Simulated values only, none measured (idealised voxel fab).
Process module under the name voxel ribs on slabs
165 nm wide, 5 nm square cells: that's cross-section cut.
Just so we're on the same page, the cross-sections are grids of square cells, and they're listed out in bands top to bottom, each band one or more rows deep. Look at the band entry: it leads with the top's height and the bottom's height in nm. Then it lists the materials left to right, with a width in nm for each. The word "full width" on a single material says that material fills the band edge to edge. The word "air" is empty space. Counting heights begins at 0, where everything beneath is, in the wafer as received, one material. The lowest band has no bottom; it goes on downwards, as "0 nm and below" shows. A width given as "30 to 40" starts at the first number in the band's top row and ends at the second number in its bottom row, shifting by an equal amount at every step from row to row. It should be understood that the words "nothing different", when stated for a given step, signify that the cross-section underwent no change in any of its cells during that step. Heads up: "Closed cavities" only lists the empty pockets with no open path to the top that are 8 cells or more, and it writes them as width x height at distance, distance from the left edge, in nm. Note: text after step settings on the step line = simulator remark on that step. Each step line may optionally specify "overlay nm", which for a step with a mask gives the rightward distance between the mask's planned place and where it lay, a negative value indicating the leftward direction.
Below is the list of planned process steps
| 1 | RECEIVE with material Si |
| 2 | DIRECTIONAL_DEP with material SiO2, thk nm 25 |
| 3 | DIRECTIONAL_DEP with material SiN, thk nm 15 |
| 4 | MASKED_ETCH with tone cover, mask id RIB, width nm 25, etch materials SiN, depth nm 5, overlay nm 0 |
| 5 | PATTERN with tone cover, mask id SLAB, material resist, width nm 55, thk nm 20, overlay nm 0 |
| 6 | DIRECTIONAL_ETCH with etch materials SiN, depth nm 10 |
| 7 | STRIP with etch materials resist |
| 8 | FILL_DEP with material SiO2, thk nm 15 |
| 9 | CMP with height nm 50 |
| 10 | DIRECTIONAL_DEP with material TiN, thk nm 5 |
| 11 | PATTERN with tone cover, mask id HEATER, material resist, width nm 35, thk nm 20, overlay nm 0 |
| 12 | DIRECTIONAL_ETCH with etch materials TiN, depth nm 5 |
| 13 | STRIP with etch materials resist |
| 14 | CONFORMAL_DEP with material SiN, thk nm 10 |
As-received wafer cross-section (after step 1)
  0 nm and below  Si full width
  Closed cavities: none
Final wafer profile in cross-section after the module, from the same start and plan as above, with one mistake made during processing
  65 nm to 60 nm  55 air | 55 SiN | 55 air
  60 nm to 55 nm  SiN full width
  55 nm to 50 nm  65 SiN | 35 TiN | 65 SiN
  50 nm to 15 nm  SiO2 full width
  15 nm to 0 nm  SiN full width
  0 nm and below  Si full width
  Closed cavities: none
Error vs. plan: steps 2 and 3 of the plan were each performed in the slot designated for the other
